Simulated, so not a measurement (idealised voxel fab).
voxel tone inversion: a process module
This is section cut - it's 215 nm across, gridded in 5 nm square cells.
When this document writes out a cross-section, it uses a grid of square cells and lists it as bands, beginning at the top and moving down, with a band standing for one or more rows of cells. It is stipulated that each band's entry specify, in nanometres, the height of the top of the band and then that of its bottom, followed by the materials of the band in left-to-right sequence, each together with its width in nanometres. A single material marked by the word "throughout" is understood to fill the band from edge to edge; the word "air" is understood to denote empty space. Height 0 is the level under which the wafer as received is all one material. The lowest band goes on downwards, as in "from 0 down". Think of "30..40" as a width that walks from the first number to the second as you go down the band, top row to bottom row, taking equal-sized steps from row to row. A step reported as "no modification" is a step in which no cell of the cross-section changed. Cavities, sealed: empty space of 8 cells or more with no open way to the top, each as width x height at its distance from the left edge, in nm. Read whatever lies past the settings on a step's line as the simulator's own remark about the step. overlay nm: right-of-plan distance of the mask on a masked step; negative values mean left-of-plan.

## This section lists the process steps that were planned
1: RECEIVE | material Si
2: CONFORMAL_DEP | material SiN | thk nm 5
3: DIRECTIONAL_DEP | material polySi | thk nm 15
4: PATTERN | tone cover | mask id POSTS | material resist | width nm 20 | pitch nm 40 | thk nm 20 | overlay nm 0
5: DIRECTIONAL_ETCH | etch materials polySi | depth nm 15
6: STRIP | etch materials resist
7: FILL_DEP | material SiO2 | thk nm 5
8: CMP | height nm 20
9: STRIP | etch materials polySi

## This is the cross-section of the wafer as we received it, i.e. after step 1
- from 0 down | Si throughout
- Cavities, sealed: none

## Sectioned view, first of two wafers, at the close of the module, processed as intended in the plan
- from 20 to 5 | SiO2: 35, then air: 20, then SiO2: 20, then air: 20, then SiO2: 20, then air: 20, then SiO2: 20, then air: 20, then SiO2: 40
- from 5 to 0 | SiN throughout
- from 0 down | Si throughout
- Cavities, sealed: none

## Now the second wafer, cross-sectioned at the end of the module. Nothing different at the start, nothing different in the plan compared with the first, just one mistake when it was actually run
- from 20 to 5 | air: 35, then SiO2: 20, then air: 20, then SiO2: 20, then air: 20, then SiO2: 20, then air: 20, then SiO2: 20, then air: 40
- from 5 to 0 | SiN throughout
- from 0 down | Si throughout
- Cavities, sealed: none
What was done differently from what was planned? heads up, step 4 didn't go per plan, it actually ran as PATTERN | tone open | mask id POSTS | material resist | width nm 20 | pitch nm 40 | thk nm 20 | overlay nm 0
At the finish, the second wafer shows more or fewer cells for some materials than the first does: 33 fewer of SiO2
